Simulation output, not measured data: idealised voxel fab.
The following is a process module called voxel fin reveal.
We display cut, a cross-section 150 nm in width whose square cells are each 5 nm.
A cross-section is written here as square cells arranged in a grid, and it is given in bands from the top down, each band taking up one or more rows of cells. Heights first: top, then bottom, in nm. Then materials, left to right, each with a width in nm. "all across" on a single material: fills the band edge to edge. "air": empty space. Where do heights start? At 0: under that level the wafer as delivered is made of one material only. And the lowest band has no floor; it just carries on downward, as in "0 nm and below". When a width is written as two numbers, as in "30 to 40", the first number is the width in the top row of cells of the band and the second is the width in its bottom row, and the width changes by the same amount from each row to the next. Given "nothing got changed" for a step, no cell of the cross-section differs between before and after that step. The list in "Sealed internal cavities" covers empty spaces of 8 cells or more that cannot reach the top through any open way, and it gives each as width x height at distance; the distance is from the left edge, and width, height and distance are in nm. Step line, after settings: the simulator's comment on this step. For masked steps, "overlay nm" on the step line gives how far right of plan the mask actually lay; a minus sign means it lay to the left.

-- List of planned process steps
1 RECEIVE,material Si
2 CONFORMAL_DEP,material SiN,thk nm 10
3 PATTERN,tone cover,mask id FINS,material resist,width nm 15,pitch nm 40,thk nm 15,overlay nm 0
4 DIRECTIONAL_ETCH,etch materials SiN,depth nm 10
5 DIRECTIONAL_ETCH,etch materials Si,depth nm 30
6 STRIP,etch materials resist
7 FILL_DEP,material SiO2,thk nm 5
8 CMP,height nm 10
9 SELECTIVE_ETCH,etch materials SiO2,depth nm 25
10 STRIP,etch materials SiN
11 CONFORMAL_DEP,material HfO2,thk nm 5

-- Incoming wafer in cross-section (state: after step 1)
- 0 nm and below | Si all across
- Sealed internal cavities: none

-- End state of the module in cross-section, given the above starting point and plan and one mistake in execution
- 5 nm to 0 nm | air: 15 | HfO2: 35 | air: 5 | HfO2: 35 | air: 5 | HfO2: 35 | air: 20
- 0 nm to -10 nm | air: 15 | HfO2: 5 | Si: 25 | HfO2: 5 | air: 5 | HfO2: 5 | Si: 25 | HfO2: 5 | air: 5 | HfO2: 5 | Si: 25 | HfO2: 5 | air: 20
- -10 nm to -15 nm | HfO2: 20 | Si: 25 | HfO2: 15 | Si: 25 | HfO2: 15 | Si: 25 | HfO2: 25
- -15 nm to -30 nm | SiO2: 20 | Si: 25 | SiO2: 15 | Si: 25 | SiO2: 15 | Si: 25 | SiO2: 25
- -30 nm and below | Si all across
- Sealed internal cavities: none
Where did the run depart from the plan? step 3 did not happen as planned, as run it was PATTERN,tone cover,mask id FINS,material resist,width nm 25,pitch nm 40,thk nm 15,overlay nm 0
